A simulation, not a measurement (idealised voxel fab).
process module | voxel transistor to metal
cross-section cut | 180 nm wide | cells 5 nm
A cross-section is a grid of square cells, given in bands from the top down. A band is one or more rows of cells.
Each band's line starts with the height of the band's top and of its bottom, in nm. Then come its materials from left to right, each with its width in nm. One material with "throughout" fills the band from edge to edge. "air" is empty space.
Height 0 is the level under which the wafer as received is all one material. The lowest band goes on downwards, as in "0 down".
A width such as "30 to 40" changes by the same amount from each row of cells to the next, from the band's top row to its bottom row.
"no change" after a step means that no cell of the cross-section changed.
closed voids: empty space of 8 cells or more with no open way to the top, each as width x height at its distance from the left edge, in nm
after a step's settings: what the simulator itself notes on the step
overlay nm, on a step with a mask: how far to the right of its planned place the mask lay; to the left if negative
plan
1 op RECEIVE | material Si
2 op CONFORMAL_DEP | material SiO2 | thk nm 5
3 op CONFORMAL_DEP | material SiN | thk nm 10
4 op MASKED_ETCH | tone cover | mask id ACTIVE | width nm 110 | etch materials SiN | depth nm 10 | overlay nm 0
5 op MASKED_ETCH | tone cover | mask id ACTIVE | width nm 110 | etch materials SiO2 | depth nm 5 | overlay nm 0
6 op MASKED_ETCH | tone cover | mask id ACTIVE | width nm 110 | etch materials Si | depth nm 30 | overlay nm 0
7 op OXIDIZE | depth nm 5
8 op FILL_DEP | material SiO2 | thk nm 5
9 op CMP | height nm 15
10 op SELECTIVE_ETCH | etch materials SiO2 | depth nm 10
11 op STRIP | etch materials SiN
12 op SELECTIVE_ETCH | etch materials SiO2 | depth nm 5
13 op OXIDIZE | depth nm 5
14 op DIRECTIONAL_DEP | material polySi | thk nm 20
15 op DIRECTIONAL_DEP | material SiCN | thk nm 10
16 op PATTERN | tone cover | mask id GATE | material resist | width nm 30 | thk nm 15 | overlay nm 0
17 op DIRECTIONAL_ETCH | etch materials SiCN | depth nm 20
18 op DIRECTIONAL_ETCH | etch materials polySi | depth nm 30
19 op STRIP | etch materials resist
20 op CONFORMAL_DEP | material SiN | thk nm 10
21 op DIRECTIONAL_ETCH | etch materials SiN | depth nm 10
22 op DIRECTIONAL_ETCH | etch materials SiO2 | depth nm 5
23 op EPI | material pSi | thk nm 5
24 op FILL_DEP | material SiO2 | thk nm 10
25 op CMP | height nm 20
26 op STRIP | etch materials polySi
27 op SELECTIVE_ETCH | etch materials SiO2 | depth nm 5
28 op CONFORMAL_DEP | material HfO2 | thk nm 5
29 op CONFORMAL_DEP | material TiN | thk nm 5
30 op FILL_DEP | material W | thk nm 10
31 op CMP | height nm 15
32 op DIRECTIONAL_DEP | material SiO2 | thk nm 10
33 op MASKED_ETCH | tone open | mask id CONTACT | width nm 20 | pitch nm 80 | etch materials SiO2 | depth nm 25 | overlay nm 0
34 op CONFORMAL_DEP | material TiN | thk nm 5
35 op FILL_DEP | material Ru | thk nm 5
36 op CMP | height nm 25
37 op CONFORMAL_DEP | material SiN | thk nm 5
38 op DIRECTIONAL_DEP | material lowk | thk nm 20
39 op DIRECTIONAL_DEP | material aC | thk nm 15
40 op PATTERN | tone open | mask id METAL_1 | material resist | width nm 20 | pitch nm 80 | thk nm 30 | overlay nm 0
41 op DIRECTIONAL_ETCH | etch materials aC | depth nm 15
42 op STRIP | etch materials resist
43 op DIRECTIONAL_ETCH | etch materials lowk | depth nm 20
44 op DIRECTIONAL_ETCH | etch materials SiN | depth nm 5
45 op STRIP | etch materials aC
46 op CONFORMAL_DEP | material TiN | thk nm 5
47 op FILL_DEP | material Cu | thk nm 5
48 op CMP | height nm 50
49 op CONFORMAL_DEP | material SiCN | thk nm 5
50 op DIRECTIONAL_DEP | material SiO2 | thk nm 30
51 op MASKED_ETCH | tone open | mask id METAL_2_HOLES | width nm 15 | pitch nm 80 | etch materials SiO2 | depth nm 30 | overlay nm 0
52 op MASKED_ETCH | tone open | mask id METAL_2 | width nm 20 | pitch nm 80 | etch materials SiO2 | depth nm 20 | overlay nm 0
53 op MASKED_ETCH | tone open | mask id METAL_2 | width nm 20 | pitch nm 80 | etch materials SiCN | depth nm 5 | overlay nm 0
54 op CONFORMAL_DEP | material TiN | thk nm 5
55 op FILL_DEP | material Ru | thk nm 10
56 op CMP | height nm 85
57 op CONFORMAL_DEP | material SiN | thk nm 5
first wafer, as planned
as received, after step 1
  0 down: Si throughout
  closed voids: none
after step 2
  5 to 0: SiO2 throughout
  below 0: unchanged
after step 3
  15 to 5: SiN throughout
  below 5: unchanged
after step 4
  15 to 5: air 35 | SiN 110 | air 35
  below 5: unchanged
after step 5
  15 to 5: air 35 | SiN 110 | air 35
  5 to 0: air 35 | SiO2 110 | air 35
  below 0: unchanged
after step 6
  15 to 5: air 35 | SiN 110 | air 35
  5 to 0: air 35 | SiO2 110 | air 35
  0 to -30: air 35 | Si 110 | air 35
  below -30: unchanged
after step 7
  15 to 5: air 35 | SiN 110 | air 35
  5 to 0: air 35 | SiO2 110 | air 35
  0 to -30: air 35 | SiO2 5 | Si 100 | SiO2 5 | air 35
  -30 to -35: SiO2 40 | Si 100 | SiO2 40
  below -35: unchanged
after step 8
  20 to 15: SiO2 throughout
  15 to 5: SiO2 35 | SiN 110 | SiO2 35
  5 to 0: SiO2 throughout
  0 to -35: SiO2 40 | Si 100 | SiO2 40
  below -35: unchanged
after step 9
  15 to 5: SiO2 35 | SiN 110 | SiO2 35
  below 5: unchanged
after step 10
  15 to 5: air 35 | SiN 110 | air 35
  below 5: unchanged
after step 11
  5 to 0: SiO2 throughout
  below 0: unchanged
after step 12
  0 to -35: SiO2 40 | Si 100 | SiO2 40
  below -35: unchanged
after step 13
  0 to -5: SiO2 throughout
  below -5: unchanged
after step 14
  20 to 0: polySi throughout
  below 0: unchanged
after step 15
  30 to 20: SiCN throughout
  below 20: unchanged
after step 16
  45 to 30: air 75 | resist 30 | air 75
  below 30: unchanged
after step 17
  45 to 30: air 75 | resist 30 | air 75
  30 to 20: air 75 | SiCN 30 | air 75
  below 20: unchanged
after step 18
  45 to 30: air 75 | resist 30 | air 75
  30 to 20: air 75 | SiCN 30 | air 75
  20 to 0: air 75 | polySi 30 | air 75
  below 0: unchanged
after step 19
  30 to 20: air 75 | SiCN 30 | air 75
  below 20: unchanged
after step 20
  40 to 30: air 65 | SiN 50 | air 65
  30 to 20: air 65 | SiN 10 | SiCN 30 | SiN 10 | air 65
  20 to 10: air 65 | SiN 10 | polySi 30 | SiN 10 | air 65
  10 to 0: SiN 75 | polySi 30 | SiN 75
  below 0: unchanged
after step 21
  30 to 20: air 65 | SiN 10 | SiCN 30 | SiN 10 | air 65
  20 to 0: air 65 | SiN 10 | polySi 30 | SiN 10 | air 65
  below 0: unchanged
after step 22
  30 to 20: air 65 | SiN 10 | SiCN 30 | SiN 10 | air 65
  20 to 0: air 65 | SiN 10 | polySi 30 | SiN 10 | air 65
  0 to -5: air 65 | SiO2 50 | air 65
  below -5: unchanged
after step 23
  30 to 20: air 65 | SiN 10 | SiCN 30 | SiN 10 | air 65
  20 to 0: air 65 | SiN 10 | polySi 30 | SiN 10 | air 65
  0 to -5: air 35 | pSi 30 | SiO2 50 | pSi 30 | air 35
  below -5: unchanged
after step 24
  40 to 30: SiO2 throughout
  30 to 20: SiO2 65 | SiN 10 | SiCN 30 | SiN 10 | SiO2 65
  20 to 0: SiO2 65 | SiN 10 | polySi 30 | SiN 10 | SiO2 65
  0 to -5: SiO2 35 | pSi 30 | SiO2 50 | pSi 30 | SiO2 35
  below -5: unchanged
after step 25
  20 to 0: SiO2 65 | SiN 10 | polySi 30 | SiN 10 | SiO2 65
  below 0: unchanged
after step 26
  20 to 0: SiO2 65 | SiN 10 | air 30 | SiN 10 | SiO2 65
  below 0: unchanged
after step 27
  20 to 15: air 65 | SiN 10 | air 30 | SiN 10 | air 65
  15 to 0: SiO2 65 | SiN 10 | air 30 | SiN 10 | SiO2 65
  0 to -5: SiO2 35 | pSi 30 | SiO2 5 | air 40 | SiO2 5 | pSi 30 | SiO2 35
  below -5: unchanged
after step 28
  25 to 20: air 60 | HfO2 20 | air 20 | HfO2 20 | air 60
  20 to 15: HfO2 65 | SiN 10 | HfO2 5 | air 20 | HfO2 5 | SiN 10 | HfO2 65
  15 to 0: SiO2 65 | SiN 10 | HfO2 5 | air 20 | HfO2 5 | SiN 10 | SiO2 65
  0 to -5: SiO2 35 | pSi 30 | SiO2 5 | HfO2 40 | SiO2 5 | pSi 30 | SiO2 35
  below -5: unchanged
after step 29
  30 to 25: air 55 | TiN 30 | air 10 | TiN 30 | air 55
  25 to 20: TiN 60 | HfO2 20 | TiN 5 | air 10 | TiN 5 | HfO2 20 | TiN 60
  20 to 15: HfO2 65 | SiN 10 | HfO2 5 | TiN 5 | air 10 | TiN 5 | HfO2 5 | SiN 10 | HfO2 65
  15 to 5: SiO2 65 | SiN 10 | HfO2 5 | TiN 5 | air 10 | TiN 5 | HfO2 5 | SiN 10 | SiO2 65
  5 to 0: SiO2 65 | SiN 10 | HfO2 5 | TiN 20 | HfO2 5 | SiN 10 | SiO2 65
  below 0: unchanged
after step 30
  40 to 30: W throughout
  30 to 25: W 55 | TiN 30 | W 10 | TiN 30 | W 55
  25 to 20: TiN 60 | HfO2 20 | TiN 5 | W 10 | TiN 5 | HfO2 20 | TiN 60
  20 to 15: HfO2 65 | SiN 10 | HfO2 5 | TiN 5 | W 10 | TiN 5 | HfO2 5 | SiN 10 | HfO2 65
  15 to 5: SiO2 65 | SiN 10 | HfO2 5 | TiN 5 | W 10 | TiN 5 | HfO2 5 | SiN 10 | SiO2 65
  below 5: unchanged
after step 31
  15 to 5: SiO2 65 | SiN 10 | HfO2 5 | TiN 5 | W 10 | TiN 5 | HfO2 5 | SiN 10 | SiO2 65
  below 5: unchanged
after step 32
  25 to 15: SiO2 throughout
  below 15: unchanged
after step 33
  25 to 15: SiO2 40 | air 20 | SiO2 60 | air 20 | SiO2 40
  15 to 5: SiO2 40 | air 20 | SiO2 5 | SiN 10 | HfO2 5 | TiN 5 | W 10 | TiN 5 | HfO2 5 | SiN 10 | SiO2 5 | air 20 | SiO2 40
  5 to 0: SiO2 40 | air 20 | SiO2 5 | SiN 10 | HfO2 5 | TiN 20 | HfO2 5 | SiN 10 | SiO2 5 | air 20 | SiO2 40
  below 0: unchanged
after step 34
  30 to 25: TiN 45 | air 10 | TiN 70 | air 10 | TiN 45
  25 to 15: SiO2 40 | TiN 5 | air 10 | TiN 5 | SiO2 60 | TiN 5 | air 10 | TiN 5 | SiO2 40
  15 to 5: SiO2 40 | TiN 5 | air 10 | TiN 5 | SiO2 5 | SiN 10 | HfO2 5 | TiN 5 | W 10 | TiN 5 | HfO2 5 | SiN 10 | SiO2 5 | TiN 5 | air 10 | TiN 5 | SiO2 40
  5 to 0: SiO2 40 | TiN 20 | SiO2 5 | SiN 10 | HfO2 5 | TiN 20 | HfO2 5 | SiN 10 | SiO2 5 | TiN 20 | SiO2 40
  below 0: unchanged
after step 35
  35 to 30: Ru throughout
  30 to 25: TiN 45 | Ru 10 | TiN 70 | Ru 10 | TiN 45
  25 to 15: SiO2 40 | TiN 5 | Ru 10 | TiN 5 | SiO2 60 | TiN 5 | Ru 10 | TiN 5 | SiO2 40
  15 to 5: SiO2 40 | TiN 5 | Ru 10 | TiN 5 | SiO2 5 | SiN 10 | HfO2 5 | TiN 5 | W 10 | TiN 5 | HfO2 5 | SiN 10 | SiO2 5 | TiN 5 | Ru 10 | TiN 5 | SiO2 40
  below 5: unchanged
after step 36
  25 to 15: SiO2 40 | TiN 5 | Ru 10 | TiN 5 | SiO2 60 | TiN 5 | Ru 10 | TiN 5 | SiO2 40
  below 15: unchanged
after step 37
  30 to 25: SiN throughout
  below 25: unchanged
after step 38
  50 to 30: lowk throughout
  below 30: unchanged
after step 39
  65 to 50: aC throughout
  below 50: unchanged
after step 40
  95 to 65: resist 40 | air 20 | resist 60 | air 20 | resist 40
  below 65: unchanged
after step 41
  80 to 65: resist 40 | air 20 | resist 60 | air 20 | resist 40
  65 to 50: aC 40 | air 20 | aC 60 | air 20 | aC 40
  below 50: unchanged
after step 42
  65 to 50: aC 40 | air 20 | aC 60 | air 20 | aC 40
  below 50: unchanged
after step 43
  65 to 50: aC 40 | air 20 | aC 60 | air 20 | aC 40
  50 to 30: lowk 40 | air 20 | lowk 60 | air 20 | lowk 40
  below 30: unchanged
after step 44
  65 to 50: aC 40 | air 20 | aC 60 | air 20 | aC 40
  50 to 30: lowk 40 | air 20 | lowk 60 | air 20 | lowk 40
  30 to 25: SiN 40 | air 20 | SiN 60 | air 20 | SiN 40
  below 25: unchanged
after step 45
  50 to 30: lowk 40 | air 20 | lowk 60 | air 20 | lowk 40
  below 30: unchanged
after step 46
  55 to 50: TiN 45 | air 10 | TiN 70 | air 10 | TiN 45
  50 to 30: lowk 40 | TiN 5 | air 10 | TiN 5 | lowk 60 | TiN 5 | air 10 | TiN 5 | lowk 40
  30 to 25: SiN 40 | TiN 20 | SiN 60 | TiN 20 | SiN 40
  below 25: unchanged
after step 47
  60 to 55: Cu throughout
  55 to 50: TiN 45 | Cu 10 | TiN 70 | Cu 10 | TiN 45
  50 to 30: lowk 40 | TiN 5 | Cu 10 | TiN 5 | lowk 60 | TiN 5 | Cu 10 | TiN 5 | lowk 40
  below 30: unchanged
after step 48
  50 to 30: lowk 40 | TiN 5 | Cu 10 | TiN 5 | lowk 60 | TiN 5 | Cu 10 | TiN 5 | lowk 40
  below 30: unchanged
after step 49
  55 to 50: SiCN throughout
  below 50: unchanged
after step 50
  85 to 55: SiO2 throughout
  below 55: unchanged
after step 51
  85 to 55: SiO2 40 | air 15 | SiO2 65 | air 15 | SiO2 45
  below 55: unchanged
after step 52
  85 to 65: SiO2 40 | air 20 | SiO2 60 | air 20 | SiO2 40
  below 65: unchanged
after step 53
  85 to 65: SiO2 40 | air 20 | SiO2 60 | air 20 | SiO2 40
  65 to 55: SiO2 40 | air 15 | SiO2 65 | air 15 | SiO2 45
  55 to 50: SiCN 40 | air 15 | SiCN 65 | air 15 | SiCN 45
  below 50: unchanged
after step 54
  90 to 85: TiN 45 | air 10 | TiN 70 | air 10 | TiN 45
  85 to 70: SiO2 40 | TiN 5 | air 10 | TiN 5 | SiO2 60 | TiN 5 | air 10 | TiN 5 | SiO2 40
  70 to 65: SiO2 40 | TiN 5 | air 5 | TiN 10 | SiO2 60 | TiN 5 | air 5 | TiN 10 | SiO2 40
  65 to 55: SiO2 40 | TiN 5 | air 5 | TiN 5 | SiO2 65 | TiN 5 | air 5 | TiN 5 | SiO2 45
  55 to 50: SiCN 40 | TiN 15 | SiCN 65 | TiN 15 | SiCN 45
  below 50: unchanged
after step 55
  100 to 90: Ru throughout
  90 to 85: TiN 45 | Ru 10 | TiN 70 | Ru 10 | TiN 45
  85 to 70: SiO2 40 | TiN 5 | Ru 10 | TiN 5 | SiO2 60 | TiN 5 | Ru 10 | TiN 5 | SiO2 40
  70 to 65: SiO2 40 | TiN 5 | Ru 5 | TiN 10 | SiO2 60 | TiN 5 | Ru 5 | TiN 10 | SiO2 40
  65 to 55: SiO2 40 | TiN 5 | Ru 5 | TiN 5 | SiO2 65 | TiN 5 | Ru 5 | TiN 5 | SiO2 45
  below 55: unchanged
after step 56
  85 to 70: SiO2 40 | TiN 5 | Ru 10 | TiN 5 | SiO2 60 | TiN 5 | Ru 10 | TiN 5 | SiO2 40
  below 70: unchanged
after step 57
  90 to 85: SiN throughout
  below 85: unchanged
second wafer: like start, like plan, one mistake. Through step 1 it matches the first wafer
when step 2 should have ended
  5 to 0: polySi throughout
  below 0: unchanged
when step 3 should have ended
  15 to 5: SiN throughout
  below 5: unchanged
when step 4 should have ended
  15 to 5: air 35 | SiN 110 | air 35
  below 5: unchanged
when step 5 should have ended: no change
when step 6 should have ended
  15 to 5: air 35 | SiN 110 | air 35
  5 to 0: air 35 | polySi 110 | air 35
  0 to -25: air 35 | Si 110 | air 35
  below -25: unchanged
when step 7 should have ended
  15 to 5: air 35 | SiN 110 | air 35
  5 to 0: air 35 | SiO2 5 | polySi 100 | SiO2 5 | air 35
  0 to -25: air 35 | SiO2 5 | Si 100 | SiO2 5 | air 35
  -25 to -30: SiO2 40 | Si 100 | SiO2 40
  below -30: unchanged
when step 8 should have ended
  20 to 15: SiO2 throughout
  15 to 5: SiO2 35 | SiN 110 | SiO2 35
  5 to 0: SiO2 40 | polySi 100 | SiO2 40
  0 to -30: SiO2 40 | Si 100 | SiO2 40
  below -30: unchanged
when step 9 should have ended
  15 to 5: SiO2 35 | SiN 110 | SiO2 35
  below 5: unchanged
when step 10 should have ended
  15 to 5: air 35 | SiN 110 | air 35
  below 5: unchanged
when step 11 should have ended
  5 to 0: SiO2 40 | polySi 100 | SiO2 40
  below 0: unchanged
when step 12 should have ended
  5 to 0: air 40 | polySi 100 | air 40
  below 0: unchanged
when step 13 should have ended
  5 to 0: air 40 | SiO2 100 | air 40
  0 to -5: SiO2 45 | Si 90 | SiO2 45
  below -5: unchanged
when step 14 should have ended
  25 to 20: air 40 | polySi 100 | air 40
  20 to 5: polySi throughout
  5 to 0: polySi 40 | SiO2 100 | polySi 40
  below 0: unchanged
when step 15 should have ended
  35 to 30: air 40 | SiCN 100 | air 40
  30 to 25: SiCN throughout
  25 to 20: SiCN 40 | polySi 100 | SiCN 40
  below 20: unchanged
when step 16 should have ended
  50 to 35: air 75 | resist 30 | air 75
  below 35: unchanged
when step 17 should have ended
  50 to 35: air 75 | resist 30 | air 75
  35 to 25: air 75 | SiCN 30 | air 75
  25 to 20: air 40 | polySi 100 | air 40
  below 20: unchanged
when step 18 should have ended
  50 to 35: air 75 | resist 30 | air 75
  35 to 25: air 75 | SiCN 30 | air 75
  25 to 5: air 75 | polySi 30 | air 75
  5 to 0: air 40 | SiO2 100 | air 40
  below 0: unchanged
when step 19 should have ended
  35 to 25: air 75 | SiCN 30 | air 75
  below 25: unchanged
when step 20 should have ended
  45 to 35: air 65 | SiN 50 | air 65
  35 to 25: air 65 | SiN 10 | SiCN 30 | SiN 10 | air 65
  25 to 15: air 65 | SiN 10 | polySi 30 | SiN 10 | air 65
  15 to 10: air 30 | SiN 45 | polySi 30 | SiN 45 | air 30
  10 to 5: SiN 75 | polySi 30 | SiN 75
  5 to 0: SiN 40 | SiO2 100 | SiN 40
  below 0: unchanged
when step 21 should have ended
  35 to 25: air 65 | SiN 10 | SiCN 30 | SiN 10 | air 65
  25 to 5: air 65 | SiN 10 | polySi 30 | SiN 10 | air 65
  5 to 0: air 30 | SiN 10 | SiO2 100 | SiN 10 | air 30
  below 0: unchanged
when step 22 should have ended
  35 to 25: air 65 | SiN 10 | SiCN 30 | SiN 10 | air 65
  25 to 5: air 65 | SiN 10 | polySi 30 | SiN 10 | air 65
  5 to 0: air 30 | SiN 10 | air 25 | SiO2 50 | air 25 | SiN 10 | air 30
  0 to -5: air 30 | SiO2 15 | Si 90 | SiO2 15 | air 30
  below -5: unchanged
when step 23 should have ended
  35 to 25: air 65 | SiN 10 | SiCN 30 | SiN 10 | air 65
  25 to 5: air 65 | SiN 10 | polySi 30 | SiN 10 | air 65
  5 to 0: air 30 | SiN 10 | pSi 25 | SiO2 50 | pSi 25 | SiN 10 | air 30
  below 0: unchanged
when step 24 should have ended
  45 to 35: SiO2 throughout
  35 to 25: SiO2 65 | SiN 10 | SiCN 30 | SiN 10 | SiO2 65
  25 to 5: SiO2 65 | SiN 10 | polySi 30 | SiN 10 | SiO2 65
  5 to 0: SiO2 30 | SiN 10 | pSi 25 | SiO2 50 | pSi 25 | SiN 10 | SiO2 30
  0 to -5: SiO2 45 | Si 90 | SiO2 45
  below -5: unchanged
when step 25 should have ended
  20 to 5: SiO2 65 | SiN 10 | polySi 30 | SiN 10 | SiO2 65
  below 5: unchanged
when step 26 should have ended
  20 to 5: SiO2 65 | SiN 10 | air 30 | SiN 10 | SiO2 65
  below 5: unchanged
when step 27 should have ended
  20 to 15: air 65 | SiN 10 | air 30 | SiN 10 | air 65
  15 to 5: SiO2 65 | SiN 10 | air 30 | SiN 10 | SiO2 65
  5 to 0: SiO2 30 | SiN 10 | pSi 25 | SiO2 5 | air 40 | SiO2 5 | pSi 25 | SiN 10 | SiO2 30
  below 0: unchanged
when step 28 should have ended
  25 to 20: air 60 | HfO2 20 | air 20 | HfO2 20 | air 60
  20 to 15: HfO2 65 | SiN 10 | HfO2 5 | air 20 | HfO2 5 | SiN 10 | HfO2 65
  15 to 5: SiO2 65 | SiN 10 | HfO2 5 | air 20 | HfO2 5 | SiN 10 | SiO2 65
  5 to 0: SiO2 30 | SiN 10 | pSi 25 | SiO2 5 | HfO2 40 | SiO2 5 | pSi 25 | SiN 10 | SiO2 30
  below 0: unchanged
when step 29 should have ended
  30 to 25: air 55 | TiN 30 | air 10 | TiN 30 | air 55
  25 to 20: TiN 60 | HfO2 20 | TiN 5 | air 10 | TiN 5 | HfO2 20 | TiN 60
  20 to 15: HfO2 65 | SiN 10 | HfO2 5 | TiN 5 | air 10 | TiN 5 | HfO2 5 | SiN 10 | HfO2 65
  15 to 10: SiO2 65 | SiN 10 | HfO2 5 | TiN 5 | air 10 | TiN 5 | HfO2 5 | SiN 10 | SiO2 65
  10 to 5: SiO2 65 | SiN 10 | HfO2 5 | TiN 20 | HfO2 5 | SiN 10 | SiO2 65
  below 5: unchanged
when step 30 should have ended
  40 to 30: W throughout
  30 to 25: W 55 | TiN 30 | W 10 | TiN 30 | W 55
  25 to 20: TiN 60 | HfO2 20 | TiN 5 | W 10 | TiN 5 | HfO2 20 | TiN 60
  20 to 15: HfO2 65 | SiN 10 | HfO2 5 | TiN 5 | W 10 | TiN 5 | HfO2 5 | SiN 10 | HfO2 65
  15 to 10: SiO2 65 | SiN 10 | HfO2 5 | TiN 5 | W 10 | TiN 5 | HfO2 5 | SiN 10 | SiO2 65
  below 10: unchanged
when step 31 should have ended
  15 to 10: SiO2 65 | SiN 10 | HfO2 5 | TiN 5 | W 10 | TiN 5 | HfO2 5 | SiN 10 | SiO2 65
  below 10: unchanged
when step 32 should have ended
  25 to 15: SiO2 throughout
  below 15: unchanged
when step 33 should have ended
  25 to 15: SiO2 40 | air 20 | SiO2 60 | air 20 | SiO2 40
  15 to 10: SiO2 40 | air 20 | SiO2 5 | SiN 10 | HfO2 5 | TiN 5 | W 10 | TiN 5 | HfO2 5 | SiN 10 | SiO2 5 | air 20 | SiO2 40
  10 to 5: SiO2 40 | air 20 | SiO2 5 | SiN 10 | HfO2 5 | TiN 20 | HfO2 5 | SiN 10 | SiO2 5 | air 20 | SiO2 40
  below 5: unchanged
when step 34 should have ended
  30 to 25: TiN 45 | air 10 | TiN 70 | air 10 | TiN 45
  25 to 15: SiO2 40 | TiN 5 | air 10 | TiN 5 | SiO2 60 | TiN 5 | air 10 | TiN 5 | SiO2 40
  15 to 10: SiO2 40 | TiN 5 | air 10 | TiN 5 | SiO2 5 | SiN 10 | HfO2 5 | TiN 5 | W 10 | TiN 5 | HfO2 5 | SiN 10 | SiO2 5 | TiN 5 | air 10 | TiN 5 | SiO2 40
  10 to 5: SiO2 40 | TiN 20 | SiO2 5 | SiN 10 | HfO2 5 | TiN 20 | HfO2 5 | SiN 10 | SiO2 5 | TiN 20 | SiO2 40
  below 5: unchanged
when step 35 should have ended
  35 to 30: Ru throughout
  30 to 25: TiN 45 | Ru 10 | TiN 70 | Ru 10 | TiN 45
  25 to 15: SiO2 40 | TiN 5 | Ru 10 | TiN 5 | SiO2 60 | TiN 5 | Ru 10 | TiN 5 | SiO2 40
  15 to 10: SiO2 40 | TiN 5 | Ru 10 | TiN 5 | SiO2 5 | SiN 10 | HfO2 5 | TiN 5 | W 10 | TiN 5 | HfO2 5 | SiN 10 | SiO2 5 | TiN 5 | Ru 10 | TiN 5 | SiO2 40
  below 10: unchanged
when step 36 should have ended
  25 to 15: SiO2 40 | TiN 5 | Ru 10 | TiN 5 | SiO2 60 | TiN 5 | Ru 10 | TiN 5 | SiO2 40
  below 15: unchanged
when step 37 should have ended
  30 to 25: SiN throughout
  below 25: unchanged
when step 38 should have ended
  50 to 30: lowk throughout
  below 30: unchanged
when step 39 should have ended
  65 to 50: aC throughout
  below 50: unchanged
when step 40 should have ended
  95 to 65: resist 40 | air 20 | resist 60 | air 20 | resist 40
  below 65: unchanged
when step 41 should have ended
  80 to 65: resist 40 | air 20 | resist 60 | air 20 | resist 40
  65 to 50: aC 40 | air 20 | aC 60 | air 20 | aC 40
  below 50: unchanged
when step 42 should have ended
  65 to 50: aC 40 | air 20 | aC 60 | air 20 | aC 40
  below 50: unchanged
when step 43 should have ended
  65 to 50: aC 40 | air 20 | aC 60 | air 20 | aC 40
  50 to 30: lowk 40 | air 20 | lowk 60 | air 20 | lowk 40
  below 30: unchanged
when step 44 should have ended
  65 to 50: aC 40 | air 20 | aC 60 | air 20 | aC 40
  50 to 30: lowk 40 | air 20 | lowk 60 | air 20 | lowk 40
  30 to 25: SiN 40 | air 20 | SiN 60 | air 20 | SiN 40
  below 25: unchanged
when step 45 should have ended
  50 to 30: lowk 40 | air 20 | lowk 60 | air 20 | lowk 40
  below 30: unchanged
when step 46 should have ended
  55 to 50: TiN 45 | air 10 | TiN 70 | air 10 | TiN 45
  50 to 30: lowk 40 | TiN 5 | air 10 | TiN 5 | lowk 60 | TiN 5 | air 10 | TiN 5 | lowk 40
  30 to 25: SiN 40 | TiN 20 | SiN 60 | TiN 20 | SiN 40
  below 25: unchanged
when step 47 should have ended
  60 to 55: Cu throughout
  55 to 50: TiN 45 | Cu 10 | TiN 70 | Cu 10 | TiN 45
  50 to 30: lowk 40 | TiN 5 | Cu 10 | TiN 5 | lowk 60 | TiN 5 | Cu 10 | TiN 5 | lowk 40
  below 30: unchanged
when step 48 should have ended
  50 to 30: lowk 40 | TiN 5 | Cu 10 | TiN 5 | lowk 60 | TiN 5 | Cu 10 | TiN 5 | lowk 40
  below 30: unchanged
when step 49 should have ended
  55 to 50: SiCN throughout
  below 50: unchanged
when step 50 should have ended
  85 to 55: SiO2 throughout
  below 55: unchanged
when step 51 should have ended
  85 to 55: SiO2 40 | air 15 | SiO2 65 | air 15 | SiO2 45
  below 55: unchanged
when step 52 should have ended
  85 to 65: SiO2 40 | air 20 | SiO2 60 | air 20 | SiO2 40
  below 65: unchanged
when step 53 should have ended
  85 to 65: SiO2 40 | air 20 | SiO2 60 | air 20 | SiO2 40
  65 to 55: SiO2 40 | air 15 | SiO2 65 | air 15 | SiO2 45
  55 to 50: SiCN 40 | air 15 | SiCN 65 | air 15 | SiCN 45
  below 50: unchanged
when step 54 should have ended
  90 to 85: TiN 45 | air 10 | TiN 70 | air 10 | TiN 45
  85 to 70: SiO2 40 | TiN 5 | air 10 | TiN 5 | SiO2 60 | TiN 5 | air 10 | TiN 5 | SiO2 40
  70 to 65: SiO2 40 | TiN 5 | air 5 | TiN 10 | SiO2 60 | TiN 5 | air 5 | TiN 10 | SiO2 40
  65 to 55: SiO2 40 | TiN 5 | air 5 | TiN 5 | SiO2 65 | TiN 5 | air 5 | TiN 5 | SiO2 45
  55 to 50: SiCN 40 | TiN 15 | SiCN 65 | TiN 15 | SiCN 45
  below 50: unchanged
when step 55 should have ended
  100 to 90: Ru throughout
  90 to 85: TiN 45 | Ru 10 | TiN 70 | Ru 10 | TiN 45
  85 to 70: SiO2 40 | TiN 5 | Ru 10 | TiN 5 | SiO2 60 | TiN 5 | Ru 10 | TiN 5 | SiO2 40
  70 to 65: SiO2 40 | TiN 5 | Ru 5 | TiN 10 | SiO2 60 | TiN 5 | Ru 5 | TiN 10 | SiO2 40
  65 to 55: SiO2 40 | TiN 5 | Ru 5 | TiN 5 | SiO2 65 | TiN 5 | Ru 5 | TiN 5 | SiO2 45
  below 55: unchanged
when step 56 should have ended
  85 to 70: SiO2 40 | TiN 5 | Ru 10 | TiN 5 | SiO2 60 | TiN 5 | Ru 10 | TiN 5 | SiO2 40
  below 70: unchanged
when step 57 should have ended
  90 to 85: SiN throughout
  below 85: unchanged
what went wrong: step 2 ran as: op CONFORMAL_DEP | material polySi | thk nm 5
at the end the second wafer has, in cells: 2 fewer of HfO2 | 4 fewer of Ru | 34 more of Si | 18 fewer of SiO2 | 6 fewer of TiN | 2 fewer of W | 2 fewer of pSi
